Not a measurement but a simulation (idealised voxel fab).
The document below concerns the process module designated voxel gate over fins.
Each square cell in cross-section cut measures 5 nm, and the section as a whole is 280 nm wide.
Heads up, the way a cross-section reads in here is a grid of square cells, handed over as bands from the top down, with every band being one or more rows of cells. In this notation a band is specified by the heights of its top and bottom, in that order and in nm, after which its materials appear from left to right, each paired with its width in nm. The word "everywhere" attached to a single material means that material fills the band from edge to edge; the word "air" stands for empty space. Where do heights start? At 0: under that level the wafer as delivered is made of one material only. And the lowest band has no floor; it just carries on downward, as in "0 down". The width entry "30..40" should be interpreted row by row: the top row of cells in the band takes the first number, the bottom row takes the second number, and the change between adjacent rows is uniform throughout. "nothing got changed" means the step left every cell of the cross-section as it was. Look at "Cavities, closed" for the closed voids: empty spaces with no open path to the top, sized 8 cells or up. Each is width x height at distance, distance from the left edge, all nm. Post-settings text on a step line: simulator's own remark regarding the step. If you see "overlay nm" on a step's line and that step has a mask, it's telling you how far right of where it was planned the mask ended up; a negative number means it went left instead.
[Below is the list of planned process steps]
1 RECEIVE: material Si
2 CONFORMAL_DEP: material SiN, thk nm 10
3 MASKED_ETCH: tone cover, mask id FINS, width nm 15, pitch nm 45, etch materials SiN, depth nm 10, overlay nm 0
4 MASKED_ETCH: tone cover, mask id FINS, width nm 15, pitch nm 45, etch materials Si, depth nm 30, overlay nm 0
5 OXIDIZE: depth nm 5
6 FILL_DEP: material SiO2, thk nm 5
7 CMP: height nm 10
8 SELECTIVE_ETCH: etch materials SiO2, depth nm 20
9 STRIP: etch materials SiN
10 CONFORMAL_DEP: material HfO2, thk nm 5
11 CONFORMAL_DEP: material TiN, thk nm 5
12 CONFORMAL_DEP: material TiAl, thk nm 5
13 CONFORMAL_DEP: material TiN, thk nm 5
14 FILL_DEP: material W, thk nm 15
15 CMP: height nm 30
16 CONFORMAL_DEP: material SiN, thk nm 10
[The first of the two wafers, which ran as planned]
[Cross-section: wafer on arrival = after step 1]
- 0 down  Si everywhere
- Cavities, closed: none
[How the wafer stands in section after step 2]
- 10 to 0  SiN everywhere
- Below 0 it's all the same as before, nothing changed down there.
[How the wafer stands in section after step 3]
- 10 to 0  air=110; SiN=15; air=30; SiN=15; air=110
- Below 0 it's all the same as before, nothing changed down there.
[How the wafer stands in section after step 4]
- 10 to 0  air=110; SiN=15; air=30; SiN=15; air=110
- 0 to -30  air=110; Si=15; air=30; Si=15; air=110
- Below -30 it's all the same as before, nothing changed down there.
[How the wafer stands in section after step 5]
- 10 to 0  air=110; SiN=15; air=30; SiN=15; air=110
- 0 to -30  air=110; SiO2=5; Si=5; SiO2=5; air=30; SiO2=5; Si=5; SiO2=5; air=110
- -30 to -35  SiO2=115; Si=5; SiO2=40; Si=5; SiO2=115
- Below -35 it's all the same as before, nothing changed down there.
[How the wafer stands in section after step 6]
- 15 to 10  SiO2 everywhere
- 10 to 0  SiO2=110; SiN=15; SiO2=30; SiN=15; SiO2=110
- 0 to -35  SiO2=115; Si=5; SiO2=40; Si=5; SiO2=115
- Below -35 it's all the same as before, nothing changed down there.
[How the wafer stands in section after step 7]
- 10 to 0  SiO2=110; SiN=15; SiO2=30; SiN=15; SiO2=110
- Below 0 it's all the same as before, nothing changed down there.
[How the wafer stands in section after step 8]
- 10 to 0  air=110; SiN=15; air=30; SiN=15; air=110
- 0 to -10  air=115; Si=5; air=40; Si=5; air=115
- Below -10 it's all the same as before, nothing changed down there.
[How the wafer stands in section after step 9]
- 0 to -10  air=115; Si=5; air=40; Si=5; air=115
- Below -10 it's all the same as before, nothing changed down there.
[How the wafer stands in section after step 10]
- 5 to 0  air=110; HfO2=15; air=30; HfO2=15; air=110
- 0 to -5  air=110; HfO2=5; Si=5; HfO2=5; air=30; HfO2=5; Si=5; HfO2=5; air=110
- -5 to -10  HfO2=115; Si=5; HfO2=40; Si=5; HfO2=115
- Below -10 it's all the same as before, nothing changed down there.
[How the wafer stands in section after step 11]
- 10 to 5  air=105; TiN=25; air=20; TiN=25; air=105
- 5 to 0  air=105; TiN=5; HfO2=15; TiN=5; air=20; TiN=5; HfO2=15; TiN=5; air=105
- 0 to -5  TiN=110; HfO2=5; Si=5; HfO2=5; TiN=30; HfO2=5; Si=5; HfO2=5; TiN=110
- Below -5 it's all the same as before, nothing changed down there.
[How the wafer stands in section after step 12]
- 15 to 10  air=100; TiAl=35; air=10; TiAl=35; air=100
- 10 to 5  air=100; TiAl=5; TiN=25; TiAl=5; air=10; TiAl=5; TiN=25; TiAl=5; air=100
- 5 to 0  TiAl=105; TiN=5; HfO2=15; TiN=5; TiAl=20; TiN=5; HfO2=15; TiN=5; TiAl=105
- Below 0 it's all the same as before, nothing changed down there.
[How the wafer stands in section after step 13]
- 20 to 15  air=95; TiN=90; air=95
- 15 to 10  air=95; TiN=5; TiAl=35; TiN=10; TiAl=35; TiN=5; air=95
- 10 to 5  TiN=100; TiAl=5; TiN=25; TiAl=5; TiN=10; TiAl=5; TiN=25; TiAl=5; TiN=100
- Below 5 it's all the same as before, nothing changed down there.
[How the wafer stands in section after step 14]
- 35 to 20  W everywhere
- 20 to 15  W=95; TiN=90; W=95
- 15 to 10  W=95; TiN=5; TiAl=35; TiN=10; TiAl=35; TiN=5; W=95
- Below 10 it's all the same as before, nothing changed down there.
[How the wafer stands in section after step 15]
- 30 to 20  W everywhere
- Below 20 it's all the same as before, nothing changed down there.
[How the wafer stands in section after step 16]
- 40 to 30  SiN everywhere
- Below 30 it's all the same as before, nothing changed down there.
[Companion wafer, the second of two: same beginning, same intended sequence, one mistake in carrying it out; through step 10 inclusive it tracks the first exactly]
[Second wafer, cut view, end of step 11 per plan]
- 10 to 5  air=105; TiAl=25; air=20; TiAl=25; air=105
- 5 to 0  air=105; TiAl=5; HfO2=15; TiAl=5; air=20; TiAl=5; HfO2=15; TiAl=5; air=105
- 0 to -5  TiAl=110; HfO2=5; Si=5; HfO2=5; TiAl=30; HfO2=5; Si=5; HfO2=5; TiAl=110
- Below -5 it's all the same as before, nothing changed down there.
[Second wafer, cut view, end of step 12 per plan]
- 15 to 10  air=100; TiN=35; air=10; TiN=35; air=100
- 10 to 5  air=100; TiN=5; TiAl=25; TiN=5; air=10; TiN=5; TiAl=25; TiN=5; air=100
- 5 to 0  TiN=105; TiAl=5; HfO2=15; TiAl=5; TiN=20; TiAl=5; HfO2=15; TiAl=5; TiN=105
- Below 0 it's all the same as before, nothing changed down there.
[Second wafer, cut view, end of step 13 per plan]
- 20 to 10  air=95; TiN=90; air=95
- 10 to 5  TiN=105; TiAl=25; TiN=20; TiAl=25; TiN=105
- Below 5 it's all the same as before, nothing changed down there.
[Second wafer, cut view, end of step 14 per plan]
- 35 to 20  W everywhere
- 20 to 10  W=95; TiN=90; W=95
- Below 10 it's all the same as before, nothing changed down there.
[Second wafer, cut view, end of step 15 per plan]
- 30 to 20  W everywhere
- Below 20 it's all the same as before, nothing changed down there.
[Second wafer, cut view, end of step 16 per plan]
- 40 to 30  SiN everywhere
- Below 30 it's all the same as before, nothing changed down there.
The plan and the run diverged here: the executed order of steps 11 and 12 is the reverse of that specified in the plan, each step having taken the other's position
Matching per-material cell counts, mismatched positions: that is how the second wafer compares with the first at the end.
